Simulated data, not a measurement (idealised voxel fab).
process module | voxel tone inversion
cross-section cut | 215 nm wide | cells 5 nm
A cross-section is a grid of square cells, given in bands from the top down. A band is one or more rows of cells.
Each band's line starts with the height of the band's top and of its bottom, in nm. Then come its materials from left to right, each with its width in nm. One material with "throughout" fills the band from edge to edge. "air" is empty space.
Height 0 is the level under which the wafer as received is all one material. The lowest band goes on downwards, as in "0 down".
A width such as "30 to 40" changes by the same amount from each row of cells to the next, from the band's top row to its bottom row.
"no change" after a step means that no cell of the cross-section changed.
closed voids: empty space of 8 cells or more with no open way to the top, each as width x height at its distance from the left edge, in nm
after a step's settings: what the simulator itself notes on the step
overlay nm, on a step with a mask: how far to the right of its planned place the mask lay; to the left if negative
plan
1 op RECEIVE | material Si
2 op CONFORMAL_DEP | material SiN | thk nm 5
3 op DIRECTIONAL_DEP | material aC | thk nm 15
4 op PATTERN | tone cover | mask id POSTS | material resist | width nm 20 | pitch nm 50 | thk nm 20 | overlay nm 0
5 op DIRECTIONAL_ETCH | etch materials aC | depth nm 15
6 op STRIP | etch materials resist
7 op FILL_DEP | material lowk | thk nm 5
8 op CMP | height nm 20
9 op STRIP | etch materials aC
varied across the wafers: thk nm of step 2. The plan shows the first wafer's value. All wafers start alike
first wafer as received, after step 1
  0 down: Si throughout
  closed voids: none
first wafer at the end, after step 9
  20 to 5: lowk 20 | air 20 | lowk 30 | air 20 | lowk 30 | air 20 | lowk 30 | air 20 | lowk 25
  5 to 0: SiN throughout
  0 down: Si throughout
  closed voids: none
last wafer at the end
  20 to 0: SiN throughout
  0 down: Si throughout
  closed voids: none
each wafer at the end: cells of each material gained (+) or lost (-) since it was received, then its closed voids
thk nm 5 | +43 SiN | +81 lowk | closed voids: none
thk nm 10 | +86 SiN | +54 lowk | closed voids: none
thk nm 15 | +129 SiN | +27 lowk | closed voids: none
thk nm 20 | +172 SiN | closed voids: none
